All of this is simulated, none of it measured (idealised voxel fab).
process module | voxel self aligned vias
cross-section cut | 170 nm wide | cells 5 nm
A cross-section is a grid of square cells, given in bands from the top down. A band is one or more rows of cells.
Each band's line starts with the height of the band's top and of its bottom, in nm. Then come its materials from left to right, each with its width in nm. One material with "throughout" fills the band from edge to edge. "air" is empty space.
Height 0 is the level under which the wafer as received is all one material. The lowest band goes on downwards, as in "0 down".
A width such as "30 to 40" changes by the same amount from each row of cells to the next, from the band's top row to its bottom row.
"no change" after a step means that no cell of the cross-section changed.
closed voids: empty space of 8 cells or more with no open way to the top, each as width x height at its distance from the left edge, in nm
after a step's settings: what the simulator itself notes on the step
overlay nm, on a step with a mask: how far to the right of its planned place the mask lay; to the left if negative
Each pair below shows a cross-section before one step and the cross-section after it, down to the lowest band that changed. The line under each pair gives the step between them, with its settings. The pairs can come from different runs of this module on the same starting wafer, so a pair continues from the pair above only where its "before" says so.
before
  0 down: Si throughout
  closed voids: none
after
  10 to 0: SiO2 throughout
  below 0: unchanged
  closed voids: none
the step between: op CONFORMAL_DEP | material SiO2 | thk nm 10
before: the cross-section after the pair above
after
  15 to 10: SiCN throughout
  below 10: unchanged
  closed voids: none
the step between: op CONFORMAL_DEP | material SiCN | thk nm 5
before: the cross-section after the pair above
after
  35 to 15: lowk throughout
  below 15: unchanged
  closed voids: none
the step between: op DIRECTIONAL_DEP | material lowk | thk nm 20
before: the cross-section after the pair above
after
  35 to 15: lowk 30 | air 30 | lowk 50 | air 30 | lowk 30
  below 15: unchanged
  closed voids: none
the step between: op MASKED_ETCH | tone open | mask id LINES | width nm 30 | pitch nm 80 | etch materials lowk | depth nm 20 | overlay nm 0
before: the cross-section after the pair above
after
  40 to 35: TiN 35 | air 20 | TiN 60 | air 20 | TiN 35
  35 to 20: lowk 30 | TiN 5 | air 20 | TiN 5 | lowk 50 | TiN 5 | air 20 | TiN 5 | lowk 30
  20 to 15: lowk 30 | TiN 30 | lowk 50 | TiN 30 | lowk 30
  below 15: unchanged
  closed voids: none
the step between: op CONFORMAL_DEP | material TiN | thk nm 5
before: the cross-section after the pair above
after
  50 to 40: Ru throughout
  40 to 35: TiN 35 | Ru 20 | TiN 60 | Ru 20 | TiN 35
  35 to 20: lowk 30 | TiN 5 | Ru 20 | TiN 5 | lowk 50 | TiN 5 | Ru 20 | TiN 5 | lowk 30
  below 20: unchanged
  closed voids: none
the step between: op FILL_DEP | material Ru | thk nm 10
before: the cross-section after the pair above
after
  35 to 20: lowk 30 | TiN 5 | Ru 20 | TiN 5 | lowk 50 | TiN 5 | Ru 20 | TiN 5 | lowk 30
  below 20: unchanged
  closed voids: none
the step between: op CMP | height nm 35
before: the cross-section after the pair above
after
  35 to 30: lowk 30 | air 30 | lowk 50 | air 30 | lowk 30
  below 30: unchanged
  closed voids: none
the step between: op SELECTIVE_ETCH | etch materials W Ru TiN | depth nm 5
before: the cross-section after the pair above
after
  40 to 35: SiN throughout
  35 to 30: lowk 30 | SiN 30 | lowk 50 | SiN 30 | lowk 30
  below 30: unchanged
  closed voids: none
the step between: op FILL_DEP | material SiN | thk nm 5
before: the cross-section after the pair above
after
  35 to 30: lowk 30 | SiN 30 | lowk 50 | SiN 30 | lowk 30
  below 30: unchanged
  closed voids: none
the step between: op CMP | height nm 35
before: the cross-section after the pair above
after
  55 to 35: lowk throughout
  below 35: unchanged
  closed voids: none
the step between: op DIRECTIONAL_DEP | material lowk | thk nm 20
before: the cross-section after the pair above
after
  65 to 55: aC throughout
  below 55: unchanged
  closed voids: none
the step between: op DIRECTIONAL_DEP | material aC | thk nm 10
before: the cross-section after the pair above
after
  95 to 65: resist 20 | air 50 | resist 100
  below 65: unchanged
  closed voids: none
the step between: op PATTERN | tone open | mask id VIAS | material resist | width nm 50 | thk nm 30 | overlay nm 0
before: the cross-section after the pair above
after
  85 to 65: resist 20 | air 50 | resist 100
  65 to 55: aC 20 | air 50 | aC 100
  below 55: unchanged
  closed voids: none
the step between: op DIRECTIONAL_ETCH | etch materials aC | depth nm 10
before: the cross-section after the pair above
after
  65 to 55: aC 20 | air 50 | aC 100
  below 55: unchanged
  closed voids: none
the step between: op STRIP | etch materials resist
before: the cross-section after the pair above
after
  65 to 55: aC 20 | air 50 | aC 100
  55 to 35: lowk 20 | air 50 | lowk 100
  below 35: unchanged
  closed voids: none
the step between: op DIRECTIONAL_ETCH | etch materials lowk | depth nm 20
before: the cross-section after the pair above
after
  65 to 55: aC 20 | air 50 | aC 100
  55 to 35: lowk 20 | air 50 | lowk 100
  35 to 30: lowk 30 | air 30 | lowk 50 | SiN 30 | lowk 30
  below 30: unchanged
  closed voids: none
the step between: op DIRECTIONAL_ETCH | etch materials SiN | depth nm 5
before: the cross-section after the pair above
after
  55 to 35: lowk 20 | air 50 | lowk 100
  below 35: unchanged
  closed voids: none
the step between: op STRIP | etch materials aC
before: the cross-section after the pair above
after
  60 to 55: TiN 25 | air 40 | TiN 105
  55 to 40: lowk 20 | TiN 5 | air 40 | TiN 5 | lowk 100
  40 to 35: lowk 20 | TiN 15 | air 20 | TiN 15 | lowk 100
  35 to 30: lowk 30 | TiN 30 | lowk 50 | SiN 30 | lowk 30
  below 30: unchanged
  closed voids: none
the step between: op CONFORMAL_DEP | material TiN | thk nm 5
before: the cross-section after the pair above
after
  70 to 60: Ru throughout
  60 to 55: TiN 25 | Ru 40 | TiN 105
  55 to 40: lowk 20 | TiN 5 | Ru 40 | TiN 5 | lowk 100
  40 to 35: lowk 20 | TiN 15 | Ru 20 | TiN 15 | lowk 100
  below 35: unchanged
  closed voids: none
the step between: op FILL_DEP | material Ru | thk nm 10
before: the cross-section after the pair above
after
  55 to 40: lowk 20 | TiN 5 | Ru 40 | TiN 5 | lowk 100
  below 40: unchanged
  closed voids: none
the step between: op CMP | height nm 55
before: the cross-section after the pair above
after
  60 to 55: SiCN throughout
  below 55: unchanged
  closed voids: none
the step between: op CONFORMAL_DEP | material SiCN | thk nm 5
before
  10 to 0: SiO2 throughout
  0 down: Si throughout
  closed voids: none
after
  30 to 10: lowk throughout
  below 10: unchanged
  closed voids: none
the step between: op DIRECTIONAL_DEP | material lowk | thk nm 20
before: the cross-section after the pair above
after
  30 to 10: lowk 30 | air 30 | lowk 50 | air 30 | lowk 30
  below 10: unchanged
  closed voids: none
the step between: op MASKED_ETCH | tone open | mask id LINES | width nm 30 | pitch nm 80 | etch materials lowk | depth nm 20 | overlay nm 0
before: the cross-section after the pair above
after
  35 to 30: TiN 35 | air 20 | TiN 60 | air 20 | TiN 35
  30 to 15: lowk 30 | TiN 5 | air 20 | TiN 5 | lowk 50 | TiN 5 | air 20 | TiN 5 | lowk 30
  15 to 10: lowk 30 | TiN 30 | lowk 50 | TiN 30 | lowk 30
  below 10: unchanged
  closed voids: none
the step between: op CONFORMAL_DEP | material TiN | thk nm 5
before: the cross-section after the pair above
after
  45 to 35: Ru throughout
  35 to 30: TiN 35 | Ru 20 | TiN 60 | Ru 20 | TiN 35
  30 to 15: lowk 30 | TiN 5 | Ru 20 | TiN 5 | lowk 50 | TiN 5 | Ru 20 | TiN 5 | lowk 30
  below 15: unchanged
  closed voids: none
the step between: op FILL_DEP | material Ru | thk nm 10
before: the cross-section after the pair above
after
  35 to 30: TiN 35 | Ru 20 | TiN 60 | Ru 20 | TiN 35
  below 30: unchanged
  closed voids: none
the step between: op CMP | height nm 35
before: the cross-section after the pair above
after
  30 to 15: lowk 30 | TiN 5 | Ru 20 | TiN 5 | lowk 50 | TiN 5 | Ru 20 | TiN 5 | lowk 30
  below 15: unchanged
  closed voids: none
the step between: op SELECTIVE_ETCH | etch materials W Ru TiN | depth nm 5
before: the cross-section after the pair above
after
  35 to 30: SiN throughout
  below 30: unchanged
  closed voids: none
the step between: op FILL_DEP | material SiN | thk nm 5
before: the cross-section after the pair above
after
  55 to 35: lowk throughout
  below 35: unchanged
  closed voids: none
the step between: op DIRECTIONAL_DEP | material lowk | thk nm 20
before: the cross-section after the pair above
after
  65 to 55: aC throughout
  below 55: unchanged
  closed voids: none
the step between: op DIRECTIONAL_DEP | material aC | thk nm 10
before: the cross-section after the pair above
after
  95 to 65: resist 20 | air 50 | resist 100
  below 65: unchanged
  closed voids: none
the step between: op PATTERN | tone open | mask id VIAS | material resist | width nm 50 | thk nm 30 | overlay nm 0
before: the cross-section after the pair above
after
  85 to 65: resist 20 | air 50 | resist 100
  65 to 55: aC 20 | air 50 | aC 100
  below 55: unchanged
  closed voids: none
the step between: op DIRECTIONAL_ETCH | etch materials aC | depth nm 10
before: the cross-section after the pair above
after
  65 to 55: aC 20 | air 50 | aC 100
  below 55: unchanged
  closed voids: none
the step between: op STRIP | etch materials resist
before: the cross-section after the pair above
after
  65 to 55: aC 20 | air 50 | aC 100
  55 to 35: lowk 20 | air 50 | lowk 100
  below 35: unchanged
  closed voids: none
the step between: op DIRECTIONAL_ETCH | etch materials lowk | depth nm 20
before: the cross-section after the pair above
after
  65 to 55: aC 20 | air 50 | aC 100
  55 to 35: lowk 20 | air 50 | lowk 100
  35 to 30: SiN 20 | air 50 | SiN 100
  below 30: unchanged
  closed voids: none
the step between: op DIRECTIONAL_ETCH | etch materials SiN | depth nm 5
before: the cross-section after the pair above
after
  55 to 35: lowk 20 | air 50 | lowk 100
  below 35: unchanged
  closed voids: none
the step between: op STRIP | etch materials aC
before: the cross-section after the pair above
after
  60 to 55: TiN 25 | air 40 | TiN 105
  55 to 35: lowk 20 | TiN 5 | air 40 | TiN 5 | lowk 100
  35 to 30: SiN 20 | TiN 50 | SiN 100
  below 30: unchanged
  closed voids: none
the step between: op CONFORMAL_DEP | material TiN | thk nm 5
before: the cross-section after the pair above
after
  70 to 60: Ru throughout
  60 to 55: TiN 25 | Ru 40 | TiN 105
  55 to 35: lowk 20 | TiN 5 | Ru 40 | TiN 5 | lowk 100
  below 35: unchanged
  closed voids: none
the step between: op FILL_DEP | material Ru | thk nm 10
before: the cross-section after the pair above
after
  55 to 35: lowk 20 | TiN 5 | Ru 40 | TiN 5 | lowk 100
  below 35: unchanged
  closed voids: none
the step between: op CMP | height nm 55
before: the cross-section after the pair above
after
  60 to 55: SiCN throughout
  below 55: unchanged
  closed voids: none
the step between: op CONFORMAL_DEP | material SiCN | thk nm 5
before
  65 to 55: aC 20 | air 50 | aC 100
  55 to 35: lowk 20 | air 50 | lowk 100
  35 to 30: lowk 30 | SiN 30 | lowk 50 | SiN 30 | lowk 30
  30 to 20: lowk 30 | TiN 5 | Ru 20 | TiN 5 | lowk 50 | TiN 5 | Ru 20 | TiN 5 | lowk 30
  20 to 15: lowk 30 | TiN 30 | lowk 50 | TiN 30 | lowk 30
  15 to 10: SiCN throughout
  10 to 0: SiO2 throughout
  0 down: Si throughout
  closed voids: none
after
  65 to 55: aC 20 | air 50 | aC 100
  55 to 35: lowk 20 | air 50 | lowk 100
  35 to 30: lowk 20 | air 10 | SiN 30 | air 10 | lowk 40 | SiN 30 | lowk 30
  30 to 20: lowk 20 | air 10 | TiN 5 | Ru 20 | TiN 5 | air 10 | lowk 40 | TiN 5 | Ru 20 | TiN 5 | lowk 30
  20 to 15: lowk 20 | air 10 | TiN 30 | air 10 | lowk 40 | TiN 30 | lowk 30
  below 15: unchanged
  closed voids: none
the step between: op DIRECTIONAL_ETCH | etch materials lowk | depth nm 20
before: the cross-section after the pair above
after
  65 to 55: aC 20 | air 50 | aC 100
  55 to 35: lowk 20 | air 50 | lowk 100
  35 to 30: lowk 20 | air 50 | lowk 40 | SiN 30 | lowk 30
  below 30: unchanged
  closed voids: none
the step between: op DIRECTIONAL_ETCH | etch materials SiN | depth nm 5
before: the cross-section after the pair above
after
  55 to 35: lowk 20 | air 50 | lowk 100
  below 35: unchanged
  closed voids: none
the step between: op STRIP | etch materials aC
before: the cross-section after the pair above
after
  60 to 55: TiN 25 | air 40 | TiN 105
  55 to 35: lowk 20 | TiN 5 | air 40 | TiN 5 | lowk 100
  35 to 30: lowk 20 | TiN 50 | lowk 40 | SiN 30 | lowk 30
  30 to 20: lowk 20 | TiN 15 | Ru 20 | TiN 15 | lowk 40 | TiN 5 | Ru 20 | TiN 5 | lowk 30
  20 to 15: lowk 20 | TiN 50 | lowk 40 | TiN 30 | lowk 30
  below 15: unchanged
  closed voids: none
the step between: op CONFORMAL_DEP | material TiN | thk nm 5
before: the cross-section after the pair above
after
  70 to 60: Ru throughout
  60 to 55: TiN 25 | Ru 40 | TiN 105
  55 to 35: lowk 20 | TiN 5 | Ru 40 | TiN 5 | lowk 100
  below 35: unchanged
  closed voids: none
the step between: op FILL_DEP | material Ru | thk nm 10
before: the cross-section after the pair above
after
  55 to 35: lowk 20 | TiN 5 | Ru 40 | TiN 5 | lowk 100
  below 35: unchanged
  closed voids: none
the step between: op CMP | height nm 55
before: the cross-section after the pair above
after
  60 to 55: SiCN throughout
  below 55: unchanged
  closed voids: none
the step between: op CONFORMAL_DEP | material SiCN | thk nm 5
before
  30 to 10: lowk throughout
  10 to 0: SiO2 throughout
  0 down: Si throughout
  closed voids: none
after
  35 to 30: SiCN throughout
  below 30: unchanged
  closed voids: none
the step between: op CONFORMAL_DEP | material SiCN | thk nm 5
before: the cross-section after the pair above
after
  40 to 35: TiN throughout
  below 35: unchanged
  closed voids: none
the step between: op CONFORMAL_DEP | material TiN | thk nm 5
before: the cross-section after the pair above
after
  50 to 40: Ru throughout
  below 40: unchanged
  closed voids: none
the step between: op FILL_DEP | material Ru | thk nm 10
before: the cross-section after the pair above
after
  35 to 30: SiCN throughout
  below 30: unchanged
  closed voids: none
the step between: op CMP | height nm 35
before: the cross-section after the pair above
after
  40 to 35: SiN throughout
  below 35: unchanged
  closed voids: none
the step between: op FILL_DEP | material SiN | thk nm 5
before: the cross-section after the pair above
after
  35 to 30: SiCN throughout
  below 30: unchanged
  closed voids: none
the step between: op CMP | height nm 35
before: the cross-section after the pair above
after
  55 to 35: lowk throughout
  below 35: unchanged
  closed voids: none
the step between: op DIRECTIONAL_DEP | material lowk | thk nm 20
before: the cross-section after the pair above
after
  65 to 55: aC throughout
  below 55: unchanged
  closed voids: none
the step between: op DIRECTIONAL_DEP | material aC | thk nm 10
before: the cross-section after the pair above
after
  95 to 65: resist 20 | air 50 | resist 100
  below 65: unchanged
  closed voids: none
the step between: op PATTERN | tone open | mask id VIAS | material resist | width nm 50 | thk nm 30 | overlay nm 0
before: the cross-section after the pair above
after
  85 to 65: resist 20 | air 50 | resist 100
  65 to 55: aC 20 | air 50 | aC 100
  below 55: unchanged
  closed voids: none
the step between: op DIRECTIONAL_ETCH | etch materials aC | depth nm 10
before: the cross-section after the pair above
after
  65 to 55: aC 20 | air 50 | aC 100
  below 55: unchanged
  closed voids: none
the step between: op STRIP | etch materials resist
before: the cross-section after the pair above
after
  65 to 55: aC 20 | air 50 | aC 100
  55 to 35: lowk 20 | air 50 | lowk 100
  below 35: unchanged
  closed voids: none
the step between: op DIRECTIONAL_ETCH | etch materials lowk | depth nm 20
before: the cross-section after the pair above
after
  55 to 35: lowk 20 | air 50 | lowk 100
  below 35: unchanged
  closed voids: none
the step between: op STRIP | etch materials aC
before: the cross-section after the pair above
after
  60 to 55: TiN 25 | air 40 | TiN 105
  55 to 40: lowk 20 | TiN 5 | air 40 | TiN 5 | lowk 100
  40 to 35: lowk 20 | TiN 50 | lowk 100
  below 35: unchanged
  closed voids: none
the step between: op CONFORMAL_DEP | material TiN | thk nm 5
before: the cross-section after the pair above
after
  70 to 60: Ru throughout
  60 to 55: TiN 25 | Ru 40 | TiN 105
  55 to 40: lowk 20 | TiN 5 | Ru 40 | TiN 5 | lowk 100
  below 40: unchanged
  closed voids: none
the step between: op FILL_DEP | material Ru | thk nm 10
before: the cross-section after the pair above
after
  55 to 40: lowk 20 | TiN 5 | Ru 40 | TiN 5 | lowk 100
  below 40: unchanged
  closed voids: none
the step between: op CMP | height nm 55
before: the cross-section after the pair above
after
  60 to 55: SiCN throughout
  below 55: unchanged
  closed voids: none
the step between: op CONFORMAL_DEP | material SiCN | thk nm 5
before
  40 to 35: SiN throughout
  35 to 30: lowk 30 | SiN 30 | lowk 50 | SiN 30 | lowk 30
  30 to 20: lowk 30 | TiN 5 | Ru 20 | TiN 5 | lowk 50 | TiN 5 | Ru 20 | TiN 5 | lowk 30
  20 to 15: lowk 30 | TiN 30 | lowk 50 | TiN 30 | lowk 30
  15 to 10: SiCN throughout
  10 to 0: SiO2 throughout
  0 down: Si throughout
  closed voids: none
after
  30 to 20: lowk 30 | TiN 5 | Ru 20 | TiN 5 | lowk 50 | TiN 5 | Ru 20 | TiN 5 | lowk 30
  below 20: unchanged
  closed voids: none
the step between: op CMP | height nm 30
before: the cross-section after the pair above
after
  50 to 30: lowk throughout
  below 30: unchanged
  closed voids: none
the step between: op DIRECTIONAL_DEP | material lowk | thk nm 20
before: the cross-section after the pair above
after
  60 to 50: aC throughout
  below 50: unchanged
  closed voids: none
the step between: op DIRECTIONAL_DEP | material aC | thk nm 10
before: the cross-section after the pair above
after
  90 to 60: resist 20 | air 50 | resist 100
  below 60: unchanged
  closed voids: none
the step between: op PATTERN | tone open | mask id VIAS | material resist | width nm 50 | thk nm 30 | overlay nm 0
before: the cross-section after the pair above
after
  80 to 60: resist 20 | air 50 | resist 100
  60 to 50: aC 20 | air 50 | aC 100
  below 50: unchanged
  closed voids: none
the step between: op DIRECTIONAL_ETCH | etch materials aC | depth nm 10
before: the cross-section after the pair above
after
  60 to 50: aC 20 | air 50 | aC 100
  below 50: unchanged
  closed voids: none
the step between: op STRIP | etch materials resist
before: the cross-section after the pair above
after
  60 to 50: aC 20 | air 50 | aC 100
  50 to 30: lowk 20 | air 50 | lowk 100
  below 30: unchanged
  closed voids: none
the step between: op DIRECTIONAL_ETCH | etch materials lowk | depth nm 20
before: the cross-section after the pair above
after
  50 to 30: lowk 20 | air 50 | lowk 100
  below 30: unchanged
  closed voids: none
the step between: op STRIP | etch materials aC
before: the cross-section after the pair above
after
  55 to 50: TiN 25 | air 40 | TiN 105
  50 to 35: lowk 20 | TiN 5 | air 40 | TiN 5 | lowk 100
  35 to 30: lowk 20 | TiN 50 | lowk 100
  below 30: unchanged
  closed voids: none
the step between: op CONFORMAL_DEP | material TiN | thk nm 5
before: the cross-section after the pair above
after
  65 to 55: Ru throughout
  55 to 50: TiN 25 | Ru 40 | TiN 105
  50 to 35: lowk 20 | TiN 5 | Ru 40 | TiN 5 | lowk 100
  below 35: unchanged
  closed voids: none
the step between: op FILL_DEP | material Ru | thk nm 10
before: the cross-section after the pair above
after
  55 to 50: TiN 25 | Ru 40 | TiN 105
  below 50: unchanged
  closed voids: none
the step between: op CMP | height nm 55
before: the cross-section after the pair above
after
  60 to 55: SiCN throughout
  below 55: unchanged
  closed voids: none
the step between: op CONFORMAL_DEP | material SiCN | thk nm 5
before
  35 to 15: lowk throughout
  15 to 10: SiCN throughout
  10 to 0: SiO2 throughout
  0 down: Si throughout
  closed voids: none
after
  35 to 15: lowk 35 | air 20 | lowk 60 | air 20 | lowk 35
  below 15: unchanged
  closed voids: none
the step between: op MASKED_ETCH | tone open | mask id LINES | width nm 20 | pitch nm 80 | etch materials lowk | depth nm 20 | overlay nm 0
before: the cross-section after the pair above
after
  40 to 35: TiN 40 | air 10 | TiN 70 | air 10 | TiN 40
  35 to 20: lowk 35 | TiN 5 | air 10 | TiN 5 | lowk 60 | TiN 5 | air 10 | TiN 5 | lowk 35
  20 to 15: lowk 35 | TiN 20 | lowk 60 | TiN 20 | lowk 35
  below 15: unchanged
  closed voids: none
the step between: op CONFORMAL_DEP | material TiN | thk nm 5
before: the cross-section after the pair above
after
  50 to 40: Ru throughout
  40 to 35: TiN 40 | Ru 10 | TiN 70 | Ru 10 | TiN 40
  35 to 20: lowk 35 | TiN 5 | Ru 10 | TiN 5 | lowk 60 | TiN 5 | Ru 10 | TiN 5 | lowk 35
  below 20: unchanged
  closed voids: none
the step between: op FILL_DEP | material Ru | thk nm 10
before: the cross-section after the pair above
after
  35 to 20: lowk 35 | TiN 5 | Ru 10 | TiN 5 | lowk 60 | TiN 5 | Ru 10 | TiN 5 | lowk 35
  below 20: unchanged
  closed voids: none
the step between: op CMP | height nm 35
before: the cross-section after the pair above
after
  35 to 30: lowk 35 | air 20 | lowk 60 | air 20 | lowk 35
  below 30: unchanged
  closed voids: none
the step between: op SELECTIVE_ETCH | etch materials W Ru TiN | depth nm 5
before: the cross-section after the pair above
after
  40 to 35: SiN throughout
  35 to 30: lowk 35 | SiN 20 | lowk 60 | SiN 20 | lowk 35
  below 30: unchanged
  closed voids: none
the step between: op FILL_DEP | material SiN | thk nm 5
before: the cross-section after the pair above
after
  35 to 30: lowk 35 | SiN 20 | lowk 60 | SiN 20 | lowk 35
  below 30: unchanged
  closed voids: none
the step between: op CMP | height nm 35
before: the cross-section after the pair above
after
  55 to 35: lowk throughout
  below 35: unchanged
  closed voids: none
the step between: op DIRECTIONAL_DEP | material lowk | thk nm 20
before: the cross-section after the pair above
after
  65 to 55: aC throughout
  below 55: unchanged
  closed voids: none
the step between: op DIRECTIONAL_DEP | material aC | thk nm 10
before: the cross-section after the pair above
after
  95 to 65: resist 20 | air 50 | resist 100
  below 65: unchanged
  closed voids: none
the step between: op PATTERN | tone open | mask id VIAS | material resist | width nm 50 | thk nm 30 | overlay nm 0
before: the cross-section after the pair above
after
  85 to 65: resist 20 | air 50 | resist 100
  65 to 55: aC 20 | air 50 | aC 100
  below 55: unchanged
  closed voids: none
the step between: op DIRECTIONAL_ETCH | etch materials aC | depth nm 10
before: the cross-section after the pair above
after
  65 to 55: aC 20 | air 50 | aC 100
  below 55: unchanged
  closed voids: none
the step between: op STRIP | etch materials resist
before: the cross-section after the pair above
after
  65 to 55: aC 20 | air 50 | aC 100
  55 to 35: lowk 20 | air 50 | lowk 100
  below 35: unchanged
  closed voids: none
the step between: op DIRECTIONAL_ETCH | etch materials lowk | depth nm 20
before: the cross-section after the pair above
after
  65 to 55: aC 20 | air 50 | aC 100
  55 to 35: lowk 20 | air 50 | lowk 100
  35 to 30: lowk 35 | air 20 | lowk 60 | SiN 20 | lowk 35
  below 30: unchanged
  closed voids: none
the step between: op DIRECTIONAL_ETCH | etch materials SiN | depth nm 5
before: the cross-section after the pair above
after
  55 to 35: lowk 20 | air 50 | lowk 100
  below 35: unchanged
  closed voids: none
the step between: op STRIP | etch materials aC
before: the cross-section after the pair above
after
  60 to 55: TiN 25 | air 40 | TiN 105
  55 to 40: lowk 20 | TiN 5 | air 40 | TiN 5 | lowk 100
  40 to 35: lowk 20 | TiN 20 | air 10 | TiN 20 | lowk 100
  35 to 30: lowk 35 | TiN 20 | lowk 60 | SiN 20 | lowk 35
  below 30: unchanged
  closed voids: none
the step between: op CONFORMAL_DEP | material TiN | thk nm 5
before: the cross-section after the pair above
after
  70 to 60: Ru throughout
  60 to 55: TiN 25 | Ru 40 | TiN 105
  55 to 40: lowk 20 | TiN 5 | Ru 40 | TiN 5 | lowk 100
  40 to 35: lowk 20 | TiN 20 | Ru 10 | TiN 20 | lowk 100
  below 35: unchanged
  closed voids: none
the step between: op FILL_DEP | material Ru | thk nm 10
before: the cross-section after the pair above
after
  55 to 40: lowk 20 | TiN 5 | Ru 40 | TiN 5 | lowk 100
  below 40: unchanged
  closed voids: none
the step between: op CMP | height nm 55
before: the cross-section after the pair above
after
  60 to 55: SiCN throughout
  below 55: unchanged
  closed voids: none
the step between: op CONFORMAL_DEP | material SiCN | thk nm 5
before
  65 to 55: aC throughout
  55 to 35: lowk throughout
  35 to 30: lowk 30 | SiN 30 | lowk 50 | SiN 30 | lowk 30
  30 to 20: lowk 30 | TiN 5 | Ru 20 | TiN 5 | lowk 50 | TiN 5 | Ru 20 | TiN 5 | lowk 30
  20 to 15: lowk 30 | TiN 30 | lowk 50 | TiN 30 | lowk 30
  15 to 10: SiCN throughout
  10 to 0: SiO2 throughout
  0 down: Si throughout
  closed voids: none
after
  95 to 65: resist 30 | air 50 | resist 90
  below 65: unchanged
  closed voids: none
the step between: op PATTERN | tone open | mask id VIAS | material resist | width nm 50 | thk nm 30 | overlay nm 10
before: the cross-section after the pair above
after
  85 to 65: resist 30 | air 50 | resist 90
  65 to 55: aC 30 | air 50 | aC 90
  below 55: unchanged
  closed voids: none
the step between: op DIRECTIONAL_ETCH | etch materials aC | depth nm 10
before: the cross-section after the pair above
after
  65 to 55: aC 30 | air 50 | aC 90
  below 55: unchanged
  closed voids: none
the step between: op STRIP | etch materials resist
before: the cross-section after the pair above
after
  65 to 55: aC 30 | air 50 | aC 90
  55 to 35: lowk 30 | air 50 | lowk 90
  below 35: unchanged
  closed voids: none
the step between: op DIRECTIONAL_ETCH | etch materials lowk | depth nm 20
before: the cross-section after the pair above
after
  65 to 55: aC 30 | air 50 | aC 90
  55 to 35: lowk 30 | air 50 | lowk 90
  35 to 30: lowk 30 | air 30 | lowk 50 | SiN 30 | lowk 30
  below 30: unchanged
  closed voids: none
the step between: op DIRECTIONAL_ETCH | etch materials SiN | depth nm 5
before: the cross-section after the pair above
after
  55 to 35: lowk 30 | air 50 | lowk 90
  below 35: unchanged
  closed voids: none
the step between: op STRIP | etch materials aC
before: the cross-section after the pair above
after
  60 to 55: TiN 35 | air 40 | TiN 95
  55 to 40: lowk 30 | TiN 5 | air 40 | TiN 5 | lowk 90
  40 to 35: lowk 30 | TiN 5 | air 20 | TiN 25 | lowk 90
  35 to 30: lowk 30 | TiN 30 | lowk 50 | SiN 30 | lowk 30
  below 30: unchanged
  closed voids: none
the step between: op CONFORMAL_DEP | material TiN | thk nm 5
before: the cross-section after the pair above
after
  70 to 60: Ru throughout
  60 to 55: TiN 35 | Ru 40 | TiN 95
  55 to 40: lowk 30 | TiN 5 | Ru 40 | TiN 5 | lowk 90
  40 to 35: lowk 30 | TiN 5 | Ru 20 | TiN 25 | lowk 90
  below 35: unchanged
  closed voids: none
the step between: op FILL_DEP | material Ru | thk nm 10
before: the cross-section after the pair above
after
  55 to 40: lowk 30 | TiN 5 | Ru 40 | TiN 5 | lowk 90
  below 40: unchanged
  closed voids: none
the step between: op CMP | height nm 55
before: the cross-section after the pair above
after
  60 to 55: SiCN throughout
  below 55: unchanged
  closed voids: none
the step between: op CONFORMAL_DEP | material SiCN | thk nm 5
before
  35 to 20: lowk 30 | TiN 5 | Ru 20 | TiN 5 | lowk 50 | TiN 5 | Ru 20 | TiN 5 | lowk 30
  20 to 15: lowk 30 | TiN 30 | lowk 50 | TiN 30 | lowk 30
  15 to 10: SiCN throughout
  10 to 0: SiO2 throughout
  0 down: Si throughout
  closed voids: none
after
  35 to 30: air 30 | TiN 5 | Ru 20 | TiN 5 | air 50 | TiN 5 | Ru 20 | TiN 5 | air 30
  below 30: unchanged
  closed voids: none
the step between: op SELECTIVE_ETCH | etch materials lowk | depth nm 5
before: the cross-section after the pair above
after
  40 to 35: SiN throughout
  35 to 30: SiN 30 | TiN 5 | Ru 20 | TiN 5 | SiN 50 | TiN 5 | Ru 20 | TiN 5 | SiN 30
  below 30: unchanged
  closed voids: none
the step between: op FILL_DEP | material SiN | thk nm 5
before: the cross-section after the pair above
after
  35 to 30: SiN 30 | TiN 5 | Ru 20 | TiN 5 | SiN 50 | TiN 5 | Ru 20 | TiN 5 | SiN 30
  below 30: unchanged
  closed voids: none
the step between: op CMP | height nm 35
before: the cross-section after the pair above
after
  55 to 35: lowk throughout
  below 35: unchanged
  closed voids: none
the step between: op DIRECTIONAL_DEP | material lowk | thk nm 20
before: the cross-section after the pair above
after
  65 to 55: aC throughout
  below 55: unchanged
  closed voids: none
the step between: op DIRECTIONAL_DEP | material aC | thk nm 10
before: the cross-section after the pair above
after
  95 to 65: resist 20 | air 50 | resist 100
  below 65: unchanged
  closed voids: none
the step between: op PATTERN | tone open | mask id VIAS | material resist | width nm 50 | thk nm 30 | overlay nm 0
before: the cross-section after the pair above
after
  85 to 65: resist 20 | air 50 | resist 100
  65 to 55: aC 20 | air 50 | aC 100
  below 55: unchanged
  closed voids: none
the step between: op DIRECTIONAL_ETCH | etch materials aC | depth nm 10
before: the cross-section after the pair above
after
  65 to 55: aC 20 | air 50 | aC 100
  below 55: unchanged
  closed voids: none
the step between: op STRIP | etch materials resist
before: the cross-section after the pair above
after
  65 to 55: aC 20 | air 50 | aC 100
  55 to 35: lowk 20 | air 50 | lowk 100
  below 35: unchanged
  closed voids: none
the step between: op DIRECTIONAL_ETCH | etch materials lowk | depth nm 20
before: the cross-section after the pair above
after
  65 to 55: aC 20 | air 50 | aC 100
  55 to 35: lowk 20 | air 50 | lowk 100
  35 to 30: SiN 20 | air 10 | TiN 5 | Ru 20 | TiN 5 | air 10 | SiN 40 | TiN 5 | Ru 20 | TiN 5 | SiN 30
  below 30: unchanged
  closed voids: none
the step between: op DIRECTIONAL_ETCH | etch materials SiN | depth nm 5
before: the cross-section after the pair above
after
  55 to 35: lowk 20 | air 50 | lowk 100
  below 35: unchanged
  closed voids: none
the step between: op STRIP | etch materials aC
before: the cross-section after the pair above
after
  60 to 55: TiN 25 | air 40 | TiN 105
  55 to 40: lowk 20 | TiN 5 | air 40 | TiN 5 | lowk 100
  40 to 35: lowk 20 | TiN 50 | lowk 100
  35 to 30: SiN 20 | TiN 15 | Ru 20 | TiN 15 | SiN 40 | TiN 5 | Ru 20 | TiN 5 | SiN 30
  below 30: unchanged
  closed voids: none
the step between: op CONFORMAL_DEP | material TiN | thk nm 5
before: the cross-section after the pair above
after
  70 to 60: Ru throughout
  60 to 55: TiN 25 | Ru 40 | TiN 105
  55 to 40: lowk 20 | TiN 5 | Ru 40 | TiN 5 | lowk 100
  below 40: unchanged
  closed voids: none
the step between: op FILL_DEP | material Ru | thk nm 10
before: the cross-section after the pair above
after
  55 to 40: lowk 20 | TiN 5 | Ru 40 | TiN 5 | lowk 100
  below 40: unchanged
  closed voids: none
the step between: op CMP | height nm 55
before: the cross-section after the pair above
after
  60 to 55: SiCN throughout
  below 55: unchanged
  closed voids: none
the step between: op CONFORMAL_DEP | material SiCN | thk nm 5
